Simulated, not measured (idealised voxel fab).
process module | voxel gate over fins
Cross-section cut spans 210 nm and uses square cells 5 nm in size.
Throughout this document, each cross-section is represented as a grid of square cells and is presented as a sequence of bands enumerated from the top downward, where a band comprises one or more rows of cells.
Top height, bottom height, nm. Materials left to right, width each, nm. Single material + "everywhere" = fills band edge to edge. "blank" = empty.
Heights are measured from 0, the level below which the as-received wafer is all one material; the lowest band has no bottom and continues downward, written as in "z 0 and below".
The two numbers in a width such as "30 to 40" mark its ends across the band: the first belongs to the top row of cells, the second to the bottom row, and from each row to the next the width moves by the same amount.
Any step labelled "no modification" changed none of the cells in the cross-section.
You'll see "Sealed internal voids" listing empty spaces that have no way open to the top, as long as they're 8 cells or more; the notation is width x height at distance, where the distance is from the left edge, and all of it is in nm.
Step line, after settings: the simulator's comment on this step.
Among the settings permitted on a step's line is "overlay nm"; applied to a step with a mask, it specifies the extent to which the mask lay to the right of its planned position, whereas a negative figure signifies a position to the left.

Process steps foreseen in the plan:
- 1: RECEIVE: material Si
- 2: CONFORMAL_DEP: material SiN, thk nm 5
- 3: DIRECTIONAL_DEP: material aC, thk nm 10
- 4: PATTERN: tone cover, mask id FINS, material resist, width nm 15, pitch nm 45, thk nm 30, overlay nm 0
- 5: DIRECTIONAL_ETCH: etch materials aC, depth nm 10
- 6: STRIP: etch materials resist
- 7: DIRECTIONAL_ETCH: etch materials SiN, depth nm 5
- 8: DIRECTIONAL_ETCH: etch materials Si, depth nm 35
- 9: STRIP: etch materials aC
- 10: OXIDIZE: depth nm 5
- 11: FILL_DEP: material SiO2, thk nm 15
- 12: CMP: height nm 5
- 13: SELECTIVE_ETCH: etch materials SiO2, depth nm 20
- 14: STRIP: etch materials SiN
- 15: CONFORMAL_DEP: material HfO2, thk nm 5
- 16: CONFORMAL_DEP: material TiN, thk nm 5
- 17: FILL_DEP: material W, thk nm 10
- 18: CMP: height nm 15
- 19: CONFORMAL_DEP: material SiN, thk nm 10

Cross-section: wafer on arrival = after step 1:
- z 0 and below = Si everywhere
- Sealed internal voids: none

Module complete - cross-section of the first of two wafers, run according to plan:
- z 25 to 15 = SiN everywhere
- z 15 to 10 = W everywhere
- z 10 to 5 = 45 of W, 25 of TiN, 20 of W, 25 of TiN, 20 of W, 25 of TiN, 50 of W
- z 5 to 0 = 45 of W, 5 of TiN, 15 of HfO2, 5 of TiN, 20 of W, 5 of TiN, 15 of HfO2, 5 of TiN, 20 of W, 5 of TiN, 15 of HfO2, 5 of TiN, 50 of W
- z 0 to -5 = 45 of W, 5 of TiN, 5 of HfO2, 5 of Si, 5 of HfO2, 5 of TiN, 20 of W, 5 of TiN, 5 of HfO2, 5 of Si, 5 of HfO2, 5 of TiN, 20 of W, 5 of TiN, 5 of HfO2, 5 of Si, 5 of HfO2, 5 of TiN, 50 of W
- z -5 to -10 = 50 of TiN, 5 of HfO2, 5 of Si, 5 of HfO2, 30 of TiN, 5 of HfO2, 5 of Si, 5 of HfO2, 30 of TiN, 5 of HfO2, 5 of Si, 5 of HfO2, 55 of TiN
- z -10 to -15 = 55 of HfO2, 5 of Si, 40 of HfO2, 5 of Si, 40 of HfO2, 5 of Si, 60 of HfO2
- z -15 to -40 = 55 of SiO2, 5 of Si, 40 of SiO2, 5 of Si, 40 of SiO2, 5 of Si, 60 of SiO2
- z -40 and below = Si everywhere
- Sealed internal voids: none

Cross-section, wafer two of two, end of module: same start and plan as wafer one, one error in execution:
- z 25 to 15 = SiN everywhere
- z 15 to 10 = W everywhere
- z 10 to 5 = 45 of W, 25 of TiN, 20 of W, 25 of TiN, 20 of W, 25 of TiN, 50 of W
- z 5 to 0 = 45 of W, 5 of TiN, 15 of aC, 5 of TiN, 20 of W, 5 of TiN, 15 of aC, 5 of TiN, 20 of W, 5 of TiN, 15 of aC, 5 of TiN, 50 of W
- z 0 to -5 = 45 of W, 5 of TiN, 5 of aC, 5 of Si, 5 of aC, 5 of TiN, 20 of W, 5 of TiN, 5 of aC, 5 of Si, 5 of aC, 5 of TiN, 20 of W, 5 of TiN, 5 of aC, 5 of Si, 5 of aC, 5 of TiN, 50 of W
- z -5 to -10 = 50 of TiN, 5 of aC, 5 of Si, 5 of aC, 30 of TiN, 5 of aC, 5 of Si, 5 of aC, 30 of TiN, 5 of aC, 5 of Si, 5 of aC, 55 of TiN
- z -10 to -15 = 55 of aC, 5 of Si, 40 of aC, 5 of Si, 40 of aC, 5 of Si, 60 of aC
- z -15 to -40 = 55 of SiO2, 5 of Si, 40 of SiO2, 5 of Si, 40 of SiO2, 5 of Si, 60 of SiO2
- z -40 and below = Si everywhere
- Sealed internal voids: none
Here's what went sideways: so step 15 ended up running with a different setting than we planned, it ran as CONFORMAL_DEP: material aC, thk nm 5
Final comparison by cell count, materials where the second wafer has more or fewer than the first: 60 fewer of HfO2, 60 more of aC
